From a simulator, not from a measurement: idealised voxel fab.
process module | voxel self aligned vias
cross-section cut | 225 nm wide | cells 5 nm
A cross-section is a grid of square cells, given in bands from the top down. A band is one or more rows of cells.
Each band's line starts with the height of the band's top and of its bottom, in nm. Then come its materials from left to right, each with its width in nm. One material with "throughout" fills the band from edge to edge. "air" is empty space.
Height 0 is the level under which the wafer as received is all one material. The lowest band goes on downwards, as in "0 down".
A width such as "30 to 40" changes by the same amount from each row of cells to the next, from the band's top row to its bottom row.
"no change" after a step means that no cell of the cross-section changed.
closed voids: empty space of 8 cells or more with no open way to the top, each as width x height at its distance from the left edge, in nm
after a step's settings: what the simulator itself notes on the step
overlay nm, on a step with a mask: how far to the right of its planned place the mask lay; to the left if negative
plan
1 op RECEIVE | material Si
2 op CONFORMAL_DEP | material SiO2 | thk nm 15
3 op CONFORMAL_DEP | material SiCN | thk nm 5
4 op DIRECTIONAL_DEP | material lowk | thk nm 20
5 op PATTERN | tone open | mask id LINES | material resist | width nm 20 | pitch nm 65 | thk nm 15 | overlay nm 0
6 op DIRECTIONAL_ETCH | etch materials lowk | depth nm 20
7 op STRIP | etch materials resist
8 op CONFORMAL_DEP | material TiN | thk nm 5
9 op FILL_DEP | material Ru | thk nm 5
10 op CMP | height nm 40
11 op SELECTIVE_ETCH | etch materials W Ru TiN | depth nm 5
12 op FILL_DEP | material SiN | thk nm 10
13 op CMP | height nm 40
14 op DIRECTIONAL_DEP | material lowk | thk nm 15
15 op DIRECTIONAL_DEP | material aC | thk nm 15
16 op PATTERN | tone open | mask id VIAS | material resist | width nm 40 | pitch nm 65 | thk nm 35 | overlay nm 0
17 op DIRECTIONAL_ETCH | etch materials aC | depth nm 15
18 op STRIP | etch materials resist
19 op DIRECTIONAL_ETCH | etch materials lowk | depth nm 15
20 op DIRECTIONAL_ETCH | etch materials SiN | depth nm 5
21 op STRIP | etch materials aC
22 op CONFORMAL_DEP | material TiN | thk nm 5
23 op FILL_DEP | material W | thk nm 5
24 op CMP | height nm 55
25 op CONFORMAL_DEP | material SiCN | thk nm 5
as received, after step 1
  0 down: Si throughout
  closed voids: none
first wafer at the end, as planned
  60 to 55: SiCN throughout
  55 to 45: lowk 25 | TiN 5 | W 30 | TiN 5 | lowk 25 | TiN 5 | W 30 | TiN 5 | lowk 25 | TiN 5 | W 30 | TiN 5 | lowk 30
  45 to 40: lowk 25 | TiN 15 | W 10 | TiN 15 | lowk 25 | TiN 15 | W 10 | TiN 15 | lowk 25 | TiN 15 | W 10 | TiN 15 | lowk 30
  40 to 35: lowk 35 | TiN 20 | lowk 45 | TiN 20 | lowk 45 | TiN 20 | lowk 40
  35 to 25: lowk 35 | TiN 5 | Ru 10 | TiN 5 | lowk 45 | TiN 5 | Ru 10 | TiN 5 | lowk 45 | TiN 5 | Ru 10 | TiN 5 | lowk 40
  25 to 20: lowk 35 | TiN 20 | lowk 45 | TiN 20 | lowk 45 | TiN 20 | lowk 40
  20 to 15: SiCN throughout
  15 to 0: SiO2 throughout
  0 down: Si throughout
  closed voids: none
second wafer at the end: like start, like plan, one mistake
  60 to 55: SiCN throughout
  55 to 45: lowk 25 | TiN 5 | W 30 | TiN 5 | lowk 25 | TiN 5 | W 30 | TiN 5 | lowk 25 | TiN 5 | W 30 | TiN 5 | lowk 30
  45 to 40: lowk 25 | TiN 20 | W 5 | TiN 15 | lowk 25 | TiN 20 | W 5 | TiN 15 | lowk 25 | TiN 20 | W 5 | TiN 15 | lowk 30
  40 to 35: lowk 40 | TiN 15 | lowk 50 | TiN 15 | lowk 50 | TiN 15 | lowk 40
  35 to 25: lowk 40 | TiN 5 | Ru 5 | TiN 5 | lowk 50 | TiN 5 | Ru 5 | TiN 5 | lowk 50 | TiN 5 | Ru 5 | TiN 5 | lowk 40
  25 to 20: lowk 40 | TiN 15 | lowk 50 | TiN 15 | lowk 50 | TiN 15 | lowk 40
  20 to 15: SiCN throughout
  15 to 0: SiO2 throughout
  0 down: Si throughout
  closed voids: none
what went wrong: step 5 ran as: op PATTERN | tone open | mask id LINES | material resist | width nm 15 | pitch nm 65 | thk nm 15 | overlay nm 0
at the end the second wafer has, in cells: 6 fewer of Ru | 3 fewer of TiN | 3 fewer of W | 12 more of lowk
